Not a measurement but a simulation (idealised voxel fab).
process module | voxel self aligned vias
cross-section cut | 225 nm wide | cells 5 nm
A cross-section is a grid of square cells, given in bands from the top down. A band is one or more rows of cells.
Each band's line starts with the height of the band's top and of its bottom, in nm. Then come its materials from left to right, each with its width in nm. One material with "throughout" fills the band from edge to edge. "air" is empty space.
Height 0 is the level under which the wafer as received is all one material. The lowest band goes on downwards, as in "0 down".
A width such as "30 to 40" changes by the same amount from each row of cells to the next, from the band's top row to its bottom row.
"no change" after a step means that no cell of the cross-section changed.
closed voids: empty space of 8 cells or more with no open way to the top, each as width x height at its distance from the left edge, in nm
after a step's settings: what the simulator itself notes on the step
overlay nm, on a step with a mask: how far to the right of its planned place the mask lay; to the left if negative
Each pair below shows a cross-section before one step and the cross-section after it, down to the lowest band that changed. The line under each pair gives the step between them, with its settings. The pairs can come from different runs of this module on the same starting wafer, so a pair continues from the pair above only where its "before" says so.
before
  0 down: Si throughout
  closed voids: none
after
  10 to 0: SiO2 throughout
  below 0: unchanged
  closed voids: none
the step between: op CONFORMAL_DEP | material SiO2 | thk nm 10
before: the cross-section after the pair above
after
  15 to 10: SiCN throughout
  below 10: unchanged
  closed voids: none
the step between: op CONFORMAL_DEP | material SiCN | thk nm 5
before: the cross-section after the pair above
after
  35 to 15: SiO2 throughout
  below 15: unchanged
  closed voids: none
the step between: op DIRECTIONAL_DEP | material SiO2 | thk nm 20
before: the cross-section after the pair above
after
  35 to 15: SiO2 25 | air 30 | SiO2 40 | air 30 | SiO2 40 | air 30 | SiO2 30
  below 15: unchanged
  closed voids: none
the step between: op MASKED_ETCH | tone open | mask id LINES | width nm 30 | pitch nm 70 | etch materials SiO2 | depth nm 20 | overlay nm 0
before: the cross-section after the pair above
after
  40 to 35: TiN 30 | air 20 | TiN 50 | air 20 | TiN 50 | air 20 | TiN 35
  35 to 20: SiO2 25 | TiN 5 | air 20 | TiN 5 | SiO2 40 | TiN 5 | air 20 | TiN 5 | SiO2 40 | TiN 5 | air 20 | TiN 5 | SiO2 30
  20 to 15: SiO2 25 | TiN 30 | SiO2 40 | TiN 30 | SiO2 40 | TiN 30 | SiO2 30
  below 15: unchanged
  closed voids: none
the step between: op CONFORMAL_DEP | material TiN | thk nm 5
before: the cross-section after the pair above
after
  45 to 40: W throughout
  40 to 35: TiN 30 | W 20 | TiN 50 | W 20 | TiN 50 | W 20 | TiN 35
  35 to 20: SiO2 25 | TiN 5 | W 20 | TiN 5 | SiO2 40 | TiN 5 | W 20 | TiN 5 | SiO2 40 | TiN 5 | W 20 | TiN 5 | SiO2 30
  below 20: unchanged
  closed voids: none
the step between: op FILL_DEP | material W | thk nm 5
before: the cross-section after the pair above
after
  35 to 20: SiO2 25 | TiN 5 | W 20 | TiN 5 | SiO2 40 | TiN 5 | W 20 | TiN 5 | SiO2 40 | TiN 5 | W 20 | TiN 5 | SiO2 30
  below 20: unchanged
  closed voids: none
the step between: op CMP | height nm 35
before: the cross-section after the pair above
after
  35 to 25: SiO2 25 | air 30 | SiO2 40 | air 30 | SiO2 40 | air 30 | SiO2 30
  below 25: unchanged
  closed voids: none
the step between: op SELECTIVE_ETCH | etch materials W Ru TiN | depth nm 10
before: the cross-section after the pair above
after
  40 to 35: SiN throughout
  35 to 25: SiO2 25 | SiN 30 | SiO2 40 | SiN 30 | SiO2 40 | SiN 30 | SiO2 30
  below 25: unchanged
  closed voids: none
the step between: op FILL_DEP | material SiN | thk nm 5
before: the cross-section after the pair above
after
  35 to 25: SiO2 25 | SiN 30 | SiO2 40 | SiN 30 | SiO2 40 | SiN 30 | SiO2 30
  below 25: unchanged
  closed voids: none
the step between: op CMP | height nm 35
before: the cross-section after the pair above
after
  55 to 35: SiO2 throughout
  below 35: unchanged
  closed voids: none
the step between: op DIRECTIONAL_DEP | material SiO2 | thk nm 20
before: the cross-section after the pair above
after
  65 to 55: aC throughout
  below 55: unchanged
  closed voids: none
the step between: op DIRECTIONAL_DEP | material aC | thk nm 10
before: the cross-section after the pair above
after
  90 to 65: resist 20 | air 40 | resist 100 | air 40 | resist 25
  below 65: unchanged
  closed voids: none
the step between: op PATTERN | tone open | mask id VIAS | material resist | width nm 40 | pitch nm 140 | thk nm 25 | overlay nm 0
before: the cross-section after the pair above
after
  80 to 65: resist 20 | air 40 | resist 100 | air 40 | resist 25
  65 to 55: aC 20 | air 40 | aC 100 | air 40 | aC 25
  below 55: unchanged
  closed voids: none
the step between: op DIRECTIONAL_ETCH | etch materials aC | depth nm 10
before: the cross-section after the pair above
after
  65 to 55: aC 20 | air 40 | aC 100 | air 40 | aC 25
  below 55: unchanged
  closed voids: none
the step between: op STRIP | etch materials resist
before: the cross-section after the pair above
after
  65 to 55: aC 20 | air 40 | aC 100 | air 40 | aC 25
  55 to 35: SiO2 20 | air 40 | SiO2 100 | air 40 | SiO2 25
  below 35: unchanged
  closed voids: none
the step between: op DIRECTIONAL_ETCH | etch materials SiO2 | depth nm 20
before: the cross-section after the pair above
after
  65 to 55: aC 20 | air 40 | aC 100 | air 40 | aC 25
  55 to 35: SiO2 20 | air 40 | SiO2 100 | air 40 | SiO2 25
  35 to 25: SiO2 25 | air 30 | SiO2 40 | SiN 30 | SiO2 40 | air 30 | SiO2 30
  below 25: unchanged
  closed voids: none
the step between: op DIRECTIONAL_ETCH | etch materials SiN | depth nm 10
before: the cross-section after the pair above
after
  55 to 35: SiO2 20 | air 40 | SiO2 100 | air 40 | SiO2 25
  below 35: unchanged
  closed voids: none
the step between: op STRIP | etch materials aC
before: the cross-section after the pair above
after
  60 to 55: TiN 25 | air 30 | TiN 110 | air 30 | TiN 30
  55 to 40: SiO2 20 | TiN 5 | air 30 | TiN 5 | SiO2 100 | TiN 5 | air 30 | TiN 5 | SiO2 25
  40 to 35: SiO2 20 | TiN 10 | air 20 | TiN 10 | SiO2 100 | TiN 10 | air 20 | TiN 10 | SiO2 25
  35 to 30: SiO2 25 | TiN 5 | air 20 | TiN 5 | SiO2 40 | SiN 30 | SiO2 40 | TiN 5 | air 20 | TiN 5 | SiO2 30
  30 to 25: SiO2 25 | TiN 30 | SiO2 40 | SiN 30 | SiO2 40 | TiN 30 | SiO2 30
  below 25: unchanged
  closed voids: none
the step between: op CONFORMAL_DEP | material TiN | thk nm 5
before: the cross-section after the pair above
after
  65 to 60: Ru throughout
  60 to 55: TiN 25 | Ru 30 | TiN 110 | Ru 30 | TiN 30
  55 to 40: SiO2 20 | TiN 5 | Ru 30 | TiN 5 | SiO2 100 | TiN 5 | Ru 30 | TiN 5 | SiO2 25
  40 to 35: SiO2 20 | TiN 10 | Ru 20 | TiN 10 | SiO2 100 | TiN 10 | Ru 20 | TiN 10 | SiO2 25
  35 to 30: SiO2 25 | TiN 5 | Ru 20 | TiN 5 | SiO2 40 | SiN 30 | SiO2 40 | TiN 5 | Ru 20 | TiN 5 | SiO2 30
  below 30: unchanged
  closed voids: none
the step between: op FILL_DEP | material Ru | thk nm 5
before: the cross-section after the pair above
after
  55 to 40: SiO2 20 | TiN 5 | Ru 30 | TiN 5 | SiO2 100 | TiN 5 | Ru 30 | TiN 5 | SiO2 25
  below 40: unchanged
  closed voids: none
the step between: op CMP | height nm 55
before: the cross-section after the pair above
after
  60 to 55: SiCN throughout
  below 55: unchanged
  closed voids: none
the step between: op CONFORMAL_DEP | material SiCN | thk nm 5
before
  10 to 0: SiO2 throughout
  0 down: Si throughout
  closed voids: none
after
  30 to 0: SiO2 throughout
  below 0: unchanged
  closed voids: none
the step between: op DIRECTIONAL_DEP | material SiO2 | thk nm 20
before: the cross-section after the pair above
after
  30 to 10: SiO2 25 | air 30 | SiO2 40 | air 30 | SiO2 40 | air 30 | SiO2 30
  below 10: unchanged
  closed voids: none
the step between: op MASKED_ETCH | tone open | mask id LINES | width nm 30 | pitch nm 70 | etch materials SiO2 | depth nm 20 | overlay nm 0
before: the cross-section after the pair above
after
  35 to 30: TiN 30 | air 20 | TiN 50 | air 20 | TiN 50 | air 20 | TiN 35
  30 to 15: SiO2 25 | TiN 5 | air 20 | TiN 5 | SiO2 40 | TiN 5 | air 20 | TiN 5 | SiO2 40 | TiN 5 | air 20 | TiN 5 | SiO2 30
  15 to 10: SiO2 25 | TiN 30 | SiO2 40 | TiN 30 | SiO2 40 | TiN 30 | SiO2 30
  below 10: unchanged
  closed voids: none
the step between: op CONFORMAL_DEP | material TiN | thk nm 5
before: the cross-section after the pair above
after
  40 to 35: W throughout
  35 to 30: TiN 30 | W 20 | TiN 50 | W 20 | TiN 50 | W 20 | TiN 35
  30 to 15: SiO2 25 | TiN 5 | W 20 | TiN 5 | SiO2 40 | TiN 5 | W 20 | TiN 5 | SiO2 40 | TiN 5 | W 20 | TiN 5 | SiO2 30
  below 15: unchanged
  closed voids: none
the step between: op FILL_DEP | material W | thk nm 5
before: the cross-section after the pair above
after
  35 to 30: TiN 30 | W 20 | TiN 50 | W 20 | TiN 50 | W 20 | TiN 35
  below 30: unchanged
  closed voids: none
the step between: op CMP | height nm 35
before: the cross-section after the pair above
after
  30 to 25: SiO2 25 | air 30 | SiO2 40 | air 30 | SiO2 40 | air 30 | SiO2 30
  below 25: unchanged
  closed voids: none
the step between: op SELECTIVE_ETCH | etch materials W Ru TiN | depth nm 10
before: the cross-section after the pair above
after
  35 to 30: SiN throughout
  30 to 25: SiO2 25 | SiN 30 | SiO2 40 | SiN 30 | SiO2 40 | SiN 30 | SiO2 30
  below 25: unchanged
  closed voids: none
the step between: op FILL_DEP | material SiN | thk nm 5
before: the cross-section after the pair above
after
  55 to 35: SiO2 throughout
  below 35: unchanged
  closed voids: none
the step between: op DIRECTIONAL_DEP | material SiO2 | thk nm 20
before: the cross-section after the pair above
after
  65 to 55: aC throughout
  below 55: unchanged
  closed voids: none
the step between: op DIRECTIONAL_DEP | material aC | thk nm 10
before: the cross-section after the pair above
after
  90 to 65: resist 20 | air 40 | resist 100 | air 40 | resist 25
  below 65: unchanged
  closed voids: none
the step between: op PATTERN | tone open | mask id VIAS | material resist | width nm 40 | pitch nm 140 | thk nm 25 | overlay nm 0
before: the cross-section after the pair above
after
  80 to 65: resist 20 | air 40 | resist 100 | air 40 | resist 25
  65 to 55: aC 20 | air 40 | aC 100 | air 40 | aC 25
  below 55: unchanged
  closed voids: none
the step between: op DIRECTIONAL_ETCH | etch materials aC | depth nm 10
before: the cross-section after the pair above
after
  65 to 55: aC 20 | air 40 | aC 100 | air 40 | aC 25
  below 55: unchanged
  closed voids: none
the step between: op STRIP | etch materials resist
before: the cross-section after the pair above
after
  65 to 55: aC 20 | air 40 | aC 100 | air 40 | aC 25
  55 to 35: SiO2 20 | air 40 | SiO2 100 | air 40 | SiO2 25
  below 35: unchanged
  closed voids: none
the step between: op DIRECTIONAL_ETCH | etch materials SiO2 | depth nm 20
before: the cross-section after the pair above
after
  65 to 55: aC 20 | air 40 | aC 100 | air 40 | aC 25
  55 to 35: SiO2 20 | air 40 | SiO2 100 | air 40 | SiO2 25
  35 to 30: SiN 20 | air 40 | SiN 100 | air 40 | SiN 25
  30 to 25: SiO2 25 | air 30 | SiO2 40 | SiN 30 | SiO2 40 | air 30 | SiO2 30
  below 25: unchanged
  closed voids: none
the step between: op DIRECTIONAL_ETCH | etch materials SiN | depth nm 10
before: the cross-section after the pair above
after
  55 to 35: SiO2 20 | air 40 | SiO2 100 | air 40 | SiO2 25
  below 35: unchanged
  closed voids: none
the step between: op STRIP | etch materials aC
before: the cross-section after the pair above
after
  60 to 55: TiN 25 | air 30 | TiN 110 | air 30 | TiN 30
  55 to 35: SiO2 20 | TiN 5 | air 30 | TiN 5 | SiO2 100 | TiN 5 | air 30 | TiN 5 | SiO2 25
  35 to 30: SiN 20 | TiN 10 | air 20 | TiN 10 | SiN 100 | TiN 10 | air 20 | TiN 10 | SiN 25
  30 to 25: SiO2 25 | TiN 30 | SiO2 40 | SiN 30 | SiO2 40 | TiN 30 | SiO2 30
  below 25: unchanged
  closed voids: none
the step between: op CONFORMAL_DEP | material TiN | thk nm 5
before: the cross-section after the pair above
after
  65 to 60: Ru throughout
  60 to 55: TiN 25 | Ru 30 | TiN 110 | Ru 30 | TiN 30
  55 to 35: SiO2 20 | TiN 5 | Ru 30 | TiN 5 | SiO2 100 | TiN 5 | Ru 30 | TiN 5 | SiO2 25
  35 to 30: SiN 20 | TiN 10 | Ru 20 | TiN 10 | SiN 100 | TiN 10 | Ru 20 | TiN 10 | SiN 25
  below 30: unchanged
  closed voids: none
the step between: op FILL_DEP | material Ru | thk nm 5
before: the cross-section after the pair above
after
  55 to 35: SiO2 20 | TiN 5 | Ru 30 | TiN 5 | SiO2 100 | TiN 5 | Ru 30 | TiN 5 | SiO2 25
  below 35: unchanged
  closed voids: none
the step between: op CMP | height nm 55
before: the cross-section after the pair above
after
  60 to 55: SiCN throughout
  below 55: unchanged
  closed voids: none
the step between: op CONFORMAL_DEP | material SiCN | thk nm 5
before
  65 to 55: aC 20 | air 40 | aC 100 | air 40 | aC 25
  55 to 35: SiO2 20 | air 40 | SiO2 100 | air 40 | SiO2 25
  35 to 25: SiO2 25 | SiN 30 | SiO2 40 | SiN 30 | SiO2 40 | SiN 30 | SiO2 30
  25 to 20: SiO2 25 | TiN 5 | W 20 | TiN 5 | SiO2 40 | TiN 5 | W 20 | TiN 5 | SiO2 40 | TiN 5 | W 20 | TiN 5 | SiO2 30
  20 to 15: SiO2 25 | TiN 30 | SiO2 40 | TiN 30 | SiO2 40 | TiN 30 | SiO2 30
  15 to 10: SiCN throughout
  10 to 0: SiO2 throughout
  0 down: Si throughout
  closed voids: none
after
  65 to 55: aC 20 | air 40 | aC 100 | air 40 | aC 25
  55 to 35: SiO2 20 | air 40 | SiO2 100 | air 40 | SiO2 25
  35 to 25: SiO2 20 | air 5 | SiN 30 | air 5 | SiO2 35 | SiN 30 | SiO2 35 | air 5 | SiN 30 | air 5 | SiO2 25
  25 to 20: SiO2 20 | air 5 | TiN 5 | W 20 | TiN 5 | air 5 | SiO2 35 | TiN 5 | W 20 | TiN 5 | SiO2 35 | air 5 | TiN 5 | W 20 | TiN 5 | air 5 | SiO2 25
  20 to 15: SiO2 20 | air 5 | TiN 30 | air 5 | SiO2 35 | TiN 30 | SiO2 35 | air 5 | TiN 30 | air 5 | SiO2 25
  below 15: unchanged
  closed voids: none
the step between: op DIRECTIONAL_ETCH | etch materials SiO2 | depth nm 20
before: the cross-section after the pair above
after
  65 to 55: aC 20 | air 40 | aC 100 | air 40 | aC 25
  55 to 35: SiO2 20 | air 40 | SiO2 100 | air 40 | SiO2 25
  35 to 25: SiO2 20 | air 40 | SiO2 35 | SiN 30 | SiO2 35 | air 40 | SiO2 25
  below 25: unchanged
  closed voids: none
the step between: op DIRECTIONAL_ETCH | etch materials SiN | depth nm 10
before: the cross-section after the pair above
after
  55 to 35: SiO2 20 | air 40 | SiO2 100 | air 40 | SiO2 25
  below 35: unchanged
  closed voids: none
the step between: op STRIP | etch materials aC
before: the cross-section after the pair above
after
  60 to 55: TiN 25 | air 30 | TiN 110 | air 30 | TiN 30
  55 to 35: SiO2 20 | TiN 5 | air 30 | TiN 5 | SiO2 100 | TiN 5 | air 30 | TiN 5 | SiO2 25
  35 to 30: SiO2 20 | TiN 5 | air 30 | TiN 5 | SiO2 35 | SiN 30 | SiO2 35 | TiN 5 | air 30 | TiN 5 | SiO2 25
  30 to 25: SiO2 20 | TiN 40 | SiO2 35 | SiN 30 | SiO2 35 | TiN 40 | SiO2 25
  25 to 20: SiO2 20 | TiN 10 | W 20 | TiN 10 | SiO2 35 | TiN 5 | W 20 | TiN 5 | SiO2 35 | TiN 10 | W 20 | TiN 10 | SiO2 25
  20 to 15: SiO2 20 | TiN 40 | SiO2 35 | TiN 30 | SiO2 35 | TiN 40 | SiO2 25
  below 15: unchanged
  closed voids: none
the step between: op CONFORMAL_DEP | material TiN | thk nm 5
before: the cross-section after the pair above
after
  65 to 60: Ru throughout
  60 to 55: TiN 25 | Ru 30 | TiN 110 | Ru 30 | TiN 30
  55 to 35: SiO2 20 | TiN 5 | Ru 30 | TiN 5 | SiO2 100 | TiN 5 | Ru 30 | TiN 5 | SiO2 25
  35 to 30: SiO2 20 | TiN 5 | Ru 30 | TiN 5 | SiO2 35 | SiN 30 | SiO2 35 | TiN 5 | Ru 30 | TiN 5 | SiO2 25
  below 30: unchanged
  closed voids: none
the step between: op FILL_DEP | material Ru | thk nm 5
before: the cross-section after the pair above
after
  55 to 35: SiO2 20 | TiN 5 | Ru 30 | TiN 5 | SiO2 100 | TiN 5 | Ru 30 | TiN 5 | SiO2 25
  below 35: unchanged
  closed voids: none
the step between: op CMP | height nm 55
before: the cross-section after the pair above
after
  60 to 55: SiCN throughout
  below 55: unchanged
  closed voids: none
the step between: op CONFORMAL_DEP | material SiCN | thk nm 5
before
  0 down: Si throughout
  closed voids: none
after
  5 to 0: SiCN throughout
  below 0: unchanged
  closed voids: none
the step between: op CONFORMAL_DEP | material SiCN | thk nm 5
before: the cross-section after the pair above
after
  15 to 5: SiO2 throughout
  below 5: unchanged
  closed voids: none
the step between: op CONFORMAL_DEP | material SiO2 | thk nm 10
before: the cross-section after the pair above
after
  35 to 5: SiO2 throughout
  below 5: unchanged
  closed voids: none
the step between: op DIRECTIONAL_DEP | material SiO2 | thk nm 20
before: the cross-section after the pair above
after
  35 to 15: SiO2 25 | air 30 | SiO2 40 | air 30 | SiO2 40 | air 30 | SiO2 30
  below 15: unchanged
  closed voids: none
the step between: op MASKED_ETCH | tone open | mask id LINES | width nm 30 | pitch nm 70 | etch materials SiO2 | depth nm 20 | overlay nm 0
before: the cross-section after the pair above
after
  40 to 35: TiN 30 | air 20 | TiN 50 | air 20 | TiN 50 | air 20 | TiN 35
  35 to 20: SiO2 25 | TiN 5 | air 20 | TiN 5 | SiO2 40 | TiN 5 | air 20 | TiN 5 | SiO2 40 | TiN 5 | air 20 | TiN 5 | SiO2 30
  20 to 15: SiO2 25 | TiN 30 | SiO2 40 | TiN 30 | SiO2 40 | TiN 30 | SiO2 30
  below 15: unchanged
  closed voids: none
the step between: op CONFORMAL_DEP | material TiN | thk nm 5
before: the cross-section after the pair above
after
  45 to 40: W throughout
  40 to 35: TiN 30 | W 20 | TiN 50 | W 20 | TiN 50 | W 20 | TiN 35
  35 to 20: SiO2 25 | TiN 5 | W 20 | TiN 5 | SiO2 40 | TiN 5 | W 20 | TiN 5 | SiO2 40 | TiN 5 | W 20 | TiN 5 | SiO2 30
  below 20: unchanged
  closed voids: none
the step between: op FILL_DEP | material W | thk nm 5
before: the cross-section after the pair above
after
  35 to 20: SiO2 25 | TiN 5 | W 20 | TiN 5 | SiO2 40 | TiN 5 | W 20 | TiN 5 | SiO2 40 | TiN 5 | W 20 | TiN 5 | SiO2 30
  below 20: unchanged
  closed voids: none
the step between: op CMP | height nm 35
before: the cross-section after the pair above
after
  35 to 25: SiO2 25 | air 30 | SiO2 40 | air 30 | SiO2 40 | air 30 | SiO2 30
  below 25: unchanged
  closed voids: none
the step between: op SELECTIVE_ETCH | etch materials W Ru TiN | depth nm 10
before: the cross-section after the pair above
after
  40 to 35: SiN throughout
  35 to 25: SiO2 25 | SiN 30 | SiO2 40 | SiN 30 | SiO2 40 | SiN 30 | SiO2 30
  below 25: unchanged
  closed voids: none
the step between: op FILL_DEP | material SiN | thk nm 5
before: the cross-section after the pair above
after
  35 to 25: SiO2 25 | SiN 30 | SiO2 40 | SiN 30 | SiO2 40 | SiN 30 | SiO2 30
  below 25: unchanged
  closed voids: none
the step between: op CMP | height nm 35
before: the cross-section after the pair above
after
  55 to 35: SiO2 throughout
  below 35: unchanged
  closed voids: none
the step between: op DIRECTIONAL_DEP | material SiO2 | thk nm 20
before: the cross-section after the pair above
after
  65 to 55: aC throughout
  below 55: unchanged
  closed voids: none
the step between: op DIRECTIONAL_DEP | material aC | thk nm 10
before: the cross-section after the pair above
after
  90 to 65: resist 20 | air 40 | resist 100 | air 40 | resist 25
  below 65: unchanged
  closed voids: none
the step between: op PATTERN | tone open | mask id VIAS | material resist | width nm 40 | pitch nm 140 | thk nm 25 | overlay nm 0
before: the cross-section after the pair above
after
  80 to 65: resist 20 | air 40 | resist 100 | air 40 | resist 25
  65 to 55: aC 20 | air 40 | aC 100 | air 40 | aC 25
  below 55: unchanged
  closed voids: none
the step between: op DIRECTIONAL_ETCH | etch materials aC | depth nm 10
before: the cross-section after the pair above
after
  65 to 55: aC 20 | air 40 | aC 100 | air 40 | aC 25
  below 55: unchanged
  closed voids: none
the step between: op STRIP | etch materials resist
before: the cross-section after the pair above
after
  65 to 55: aC 20 | air 40 | aC 100 | air 40 | aC 25
  55 to 35: SiO2 20 | air 40 | SiO2 100 | air 40 | SiO2 25
  below 35: unchanged
  closed voids: none
the step between: op DIRECTIONAL_ETCH | etch materials SiO2 | depth nm 20
before: the cross-section after the pair above
after
  65 to 55: aC 20 | air 40 | aC 100 | air 40 | aC 25
  55 to 35: SiO2 20 | air 40 | SiO2 100 | air 40 | SiO2 25
  35 to 25: SiO2 25 | air 30 | SiO2 40 | SiN 30 | SiO2 40 | air 30 | SiO2 30
  below 25: unchanged
  closed voids: none
the step between: op DIRECTIONAL_ETCH | etch materials SiN | depth nm 10
before: the cross-section after the pair above
after
  55 to 35: SiO2 20 | air 40 | SiO2 100 | air 40 | SiO2 25
  below 35: unchanged
  closed voids: none
the step between: op STRIP | etch materials aC
before: the cross-section after the pair above
after
  60 to 55: TiN 25 | air 30 | TiN 110 | air 30 | TiN 30
  55 to 40: SiO2 20 | TiN 5 | air 30 | TiN 5 | SiO2 100 | TiN 5 | air 30 | TiN 5 | SiO2 25
  40 to 35: SiO2 20 | TiN 10 | air 20 | TiN 10 | SiO2 100 | TiN 10 | air 20 | TiN 10 | SiO2 25
  35 to 30: SiO2 25 | TiN 5 | air 20 | TiN 5 | SiO2 40 | SiN 30 | SiO2 40 | TiN 5 | air 20 | TiN 5 | SiO2 30
  30 to 25: SiO2 25 | TiN 30 | SiO2 40 | SiN 30 | SiO2 40 | TiN 30 | SiO2 30
  below 25: unchanged
  closed voids: none
the step between: op CONFORMAL_DEP | material TiN | thk nm 5
before: the cross-section after the pair above
after
  65 to 60: Ru throughout
  60 to 55: TiN 25 | Ru 30 | TiN 110 | Ru 30 | TiN 30
  55 to 40: SiO2 20 | TiN 5 | Ru 30 | TiN 5 | SiO2 100 | TiN 5 | Ru 30 | TiN 5 | SiO2 25
  40 to 35: SiO2 20 | TiN 10 | Ru 20 | TiN 10 | SiO2 100 | TiN 10 | Ru 20 | TiN 10 | SiO2 25
  35 to 30: SiO2 25 | TiN 5 | Ru 20 | TiN 5 | SiO2 40 | SiN 30 | SiO2 40 | TiN 5 | Ru 20 | TiN 5 | SiO2 30
  below 30: unchanged
  closed voids: none
the step between: op FILL_DEP | material Ru | thk nm 5
before: the cross-section after the pair above
after
  55 to 40: SiO2 20 | TiN 5 | Ru 30 | TiN 5 | SiO2 100 | TiN 5 | Ru 30 | TiN 5 | SiO2 25
  below 40: unchanged
  closed voids: none
the step between: op CMP | height nm 55
before: the cross-section after the pair above
after
  60 to 55: SiCN throughout
  below 55: unchanged
  closed voids: none
the step between: op CONFORMAL_DEP | material SiCN | thk nm 5
before
  0 down: Si throughout
  closed voids: none
after
  15 to 0: SiO2 throughout
  below 0: unchanged
  closed voids: none
the step between: op CONFORMAL_DEP | material SiO2 | thk nm 15
before: the cross-section after the pair above
after
  20 to 15: SiCN throughout
  below 15: unchanged
  closed voids: none
the step between: op CONFORMAL_DEP | material SiCN | thk nm 5
before: the cross-section after the pair above
after
  40 to 20: SiO2 throughout
  below 20: unchanged
  closed voids: none
the step between: op DIRECTIONAL_DEP | material SiO2 | thk nm 20
before: the cross-section after the pair above
after
  40 to 20: SiO2 25 | air 30 | SiO2 40 | air 30 | SiO2 40 | air 30 | SiO2 30
  below 20: unchanged
  closed voids: none
the step between: op MASKED_ETCH | tone open | mask id LINES | width nm 30 | pitch nm 70 | etch materials SiO2 | depth nm 20 | overlay nm 0
before: the cross-section after the pair above
after
  45 to 40: TiN 30 | air 20 | TiN 50 | air 20 | TiN 50 | air 20 | TiN 35
  40 to 25: SiO2 25 | TiN 5 | air 20 | TiN 5 | SiO2 40 | TiN 5 | air 20 | TiN 5 | SiO2 40 | TiN 5 | air 20 | TiN 5 | SiO2 30
  25 to 20: SiO2 25 | TiN 30 | SiO2 40 | TiN 30 | SiO2 40 | TiN 30 | SiO2 30
  below 20: unchanged
  closed voids: none
the step between: op CONFORMAL_DEP | material TiN | thk nm 5
before: the cross-section after the pair above
after
  50 to 45: W throughout
  45 to 40: TiN 30 | W 20 | TiN 50 | W 20 | TiN 50 | W 20 | TiN 35
  40 to 25: SiO2 25 | TiN 5 | W 20 | TiN 5 | SiO2 40 | TiN 5 | W 20 | TiN 5 | SiO2 40 | TiN 5 | W 20 | TiN 5 | SiO2 30
  below 25: unchanged
  closed voids: none
the step between: op FILL_DEP | material W | thk nm 5
before: the cross-section after the pair above
after
  35 to 25: SiO2 25 | TiN 5 | W 20 | TiN 5 | SiO2 40 | TiN 5 | W 20 | TiN 5 | SiO2 40 | TiN 5 | W 20 | TiN 5 | SiO2 30
  below 25: unchanged
  closed voids: none
the step between: op CMP | height nm 35
before: the cross-section after the pair above
after
  35 to 25: SiO2 25 | air 30 | SiO2 40 | air 30 | SiO2 40 | air 30 | SiO2 30
  below 25: unchanged
  closed voids: none
the step between: op SELECTIVE_ETCH | etch materials W Ru TiN | depth nm 10
before: the cross-section after the pair above
after
  40 to 35: SiN throughout
  35 to 25: SiO2 25 | SiN 30 | SiO2 40 | SiN 30 | SiO2 40 | SiN 30 | SiO2 30
  below 25: unchanged
  closed voids: none
the step between: op FILL_DEP | material SiN | thk nm 5
before: the cross-section after the pair above
after
  35 to 25: SiO2 25 | SiN 30 | SiO2 40 | SiN 30 | SiO2 40 | SiN 30 | SiO2 30
  below 25: unchanged
  closed voids: none
the step between: op CMP | height nm 35
before: the cross-section after the pair above
after
  55 to 35: SiO2 throughout
  below 35: unchanged
  closed voids: none
the step between: op DIRECTIONAL_DEP | material SiO2 | thk nm 20
before: the cross-section after the pair above
after
  65 to 55: aC throughout
  below 55: unchanged
  closed voids: none
the step between: op DIRECTIONAL_DEP | material aC | thk nm 10
before: the cross-section after the pair above
after
  90 to 65: resist 20 | air 40 | resist 100 | air 40 | resist 25
  below 65: unchanged
  closed voids: none
the step between: op PATTERN | tone open | mask id VIAS | material resist | width nm 40 | pitch nm 140 | thk nm 25 | overlay nm 0
before: the cross-section after the pair above
after
  80 to 65: resist 20 | air 40 | resist 100 | air 40 | resist 25
  65 to 55: aC 20 | air 40 | aC 100 | air 40 | aC 25
  below 55: unchanged
  closed voids: none
the step between: op DIRECTIONAL_ETCH | etch materials aC | depth nm 10
before: the cross-section after the pair above
after
  65 to 55: aC 20 | air 40 | aC 100 | air 40 | aC 25
  below 55: unchanged
  closed voids: none
the step between: op STRIP | etch materials resist
before: the cross-section after the pair above
after
  65 to 55: aC 20 | air 40 | aC 100 | air 40 | aC 25
  55 to 35: SiO2 20 | air 40 | SiO2 100 | air 40 | SiO2 25
  below 35: unchanged
  closed voids: none
the step between: op DIRECTIONAL_ETCH | etch materials SiO2 | depth nm 20
before: the cross-section after the pair above
after
  65 to 55: aC 20 | air 40 | aC 100 | air 40 | aC 25
  55 to 35: SiO2 20 | air 40 | SiO2 100 | air 40 | SiO2 25
  35 to 25: SiO2 25 | air 30 | SiO2 40 | SiN 30 | SiO2 40 | air 30 | SiO2 30
  below 25: unchanged
  closed voids: none
the step between: op DIRECTIONAL_ETCH | etch materials SiN | depth nm 10
before: the cross-section after the pair above
after
  55 to 35: SiO2 20 | air 40 | SiO2 100 | air 40 | SiO2 25
  below 35: unchanged
  closed voids: none
the step between: op STRIP | etch materials aC
before: the cross-section after the pair above
after
  60 to 55: TiN 25 | air 30 | TiN 110 | air 30 | TiN 30
  55 to 40: SiO2 20 | TiN 5 | air 30 | TiN 5 | SiO2 100 | TiN 5 | air 30 | TiN 5 | SiO2 25
  40 to 35: SiO2 20 | TiN 10 | air 20 | TiN 10 | SiO2 100 | TiN 10 | air 20 | TiN 10 | SiO2 25
  35 to 30: SiO2 25 | TiN 5 | air 20 | TiN 5 | SiO2 40 | SiN 30 | SiO2 40 | TiN 5 | air 20 | TiN 5 | SiO2 30
  30 to 25: SiO2 25 | TiN 30 | SiO2 40 | SiN 30 | SiO2 40 | TiN 30 | SiO2 30
  below 25: unchanged
  closed voids: none
the step between: op CONFORMAL_DEP | material TiN | thk nm 5
before: the cross-section after the pair above
after
  65 to 60: Ru throughout
  60 to 55: TiN 25 | Ru 30 | TiN 110 | Ru 30 | TiN 30
  55 to 40: SiO2 20 | TiN 5 | Ru 30 | TiN 5 | SiO2 100 | TiN 5 | Ru 30 | TiN 5 | SiO2 25
  40 to 35: SiO2 20 | TiN 10 | Ru 20 | TiN 10 | SiO2 100 | TiN 10 | Ru 20 | TiN 10 | SiO2 25
  35 to 30: SiO2 25 | TiN 5 | Ru 20 | TiN 5 | SiO2 40 | SiN 30 | SiO2 40 | TiN 5 | Ru 20 | TiN 5 | SiO2 30
  below 30: unchanged
  closed voids: none
the step between: op FILL_DEP | material Ru | thk nm 5
before: the cross-section after the pair above
after
  55 to 40: SiO2 20 | TiN 5 | Ru 30 | TiN 5 | SiO2 100 | TiN 5 | Ru 30 | TiN 5 | SiO2 25
  below 40: unchanged
  closed voids: none
the step between: op CMP | height nm 55
before: the cross-section after the pair above
after
  60 to 55: SiCN throughout
  below 55: unchanged
  closed voids: none
the step between: op CONFORMAL_DEP | material SiCN | thk nm 5
